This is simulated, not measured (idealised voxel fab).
Process module under the name voxel self aligned vias
Square cells of 5 nm make up the cross-section cut, whose width is 250 nm.
Cross-section = grid of square cells, listed top down in bands; band = one or more rows. The entry gives the band's vertical extent as a top height and a bottom height in nm, then its horizontal make-up as materials from left to right, each with a width in nm. "empty" stands for empty space; a single material marked "all across" fills the band edge to edge. Ref level 0: as-received wafer is one material below here. Bottom band extends down with no lower bound ("0..down"). Read "30..40" as a graded width: first number on top, second number at the bottom, same change between each pair of neighbouring rows. When a step is marked "nothing got changed", none of the cells in the cross-section changed during that step. Voids not open to the top, 8 cells minimum: see "Sealed cavities". Written width x height at distance; distance is from the left edge; nm. Read whatever lies past the settings on a step's line as the simulator's own remark about the step. overlay nm, on a step with a mask: how far to the right of its planned place the mask lay; to the left if negative.
PLANNED STEP LIST FOR THE PROCESS
1: RECEIVE (material Si)
2: CONFORMAL_DEP (material SiO2; thk nm 10)
3: CONFORMAL_DEP (material SiCN; thk nm 5)
4: DIRECTIONAL_DEP (material lowk; thk nm 30)
5: DIRECTIONAL_DEP (material aC; thk nm 10)
6: PATTERN (tone open; mask id LINES; material resist; width nm 20; pitch nm 70; thk nm 25; overlay nm 0)
7: DIRECTIONAL_ETCH (etch materials aC; depth nm 10)
8: STRIP (etch materials resist)
9: DIRECTIONAL_ETCH (etch materials lowk; depth nm 30)
10: STRIP (etch materials aC)
11: CONFORMAL_DEP (material TiN; thk nm 5)
12: FILL_DEP (material Ru; thk nm 10)
13: CMP (height nm 45)
14: SELECTIVE_ETCH (etch materials W Ru TiN; depth nm 10)
15: FILL_DEP (material SiN; thk nm 10)
16: CMP (height nm 45)
17: DIRECTIONAL_DEP (material lowk; thk nm 15)
18: DIRECTIONAL_DEP (material aC; thk nm 10)
19: PATTERN (tone open; mask id VIAS; material resist; width nm 40; pitch nm 70; thk nm 25; overlay nm 0)
20: DIRECTIONAL_ETCH (etch materials aC; depth nm 10)
21: STRIP (etch materials resist)
22: DIRECTIONAL_ETCH (etch materials lowk; depth nm 15)
23: DIRECTIONAL_ETCH (etch materials SiN; depth nm 10)
24: STRIP (etch materials aC)
25: CONFORMAL_DEP (material TiN; thk nm 5)
26: FILL_DEP (material Ru; thk nm 5)
27: CMP (height nm 60)
28: CONFORMAL_DEP (material SiCN; thk nm 5)
Don't read the plan's thk nm for step 25 as applying to every wafer: that's the first wafer's value, and the wafers differ in it, though they all start identical.
STEP 1 COMPLETE: AS-RECEIVED CROSS-SECTION OF THE FIRST OF SEVERAL WAFERS
    0..down: Si all across
    Sealed cavities: none
PER WAFER, END OF MODULE: CELLS GAINED (+) OR LOST (-) PER MATERIAL SINCE RECEIPT, THEN CLOSED VOIDS
thk nm 5; +44 Ru; +100 SiCN; +100 SiO2; +52 TiN; +354 lowk; Sealed cavities: none
thk nm 10; +20 Ru; +100 SiCN; +100 SiO2; +76 TiN; +354 lowk; Sealed cavities: none
thk nm 15; +12 Ru; +100 SiCN; +100 SiO2; +84 TiN; +354 lowk; Sealed cavities: none
thk nm 20; +12 Ru; +100 SiCN; +100 SiO2; +84 TiN; +354 lowk; Sealed cavities: none
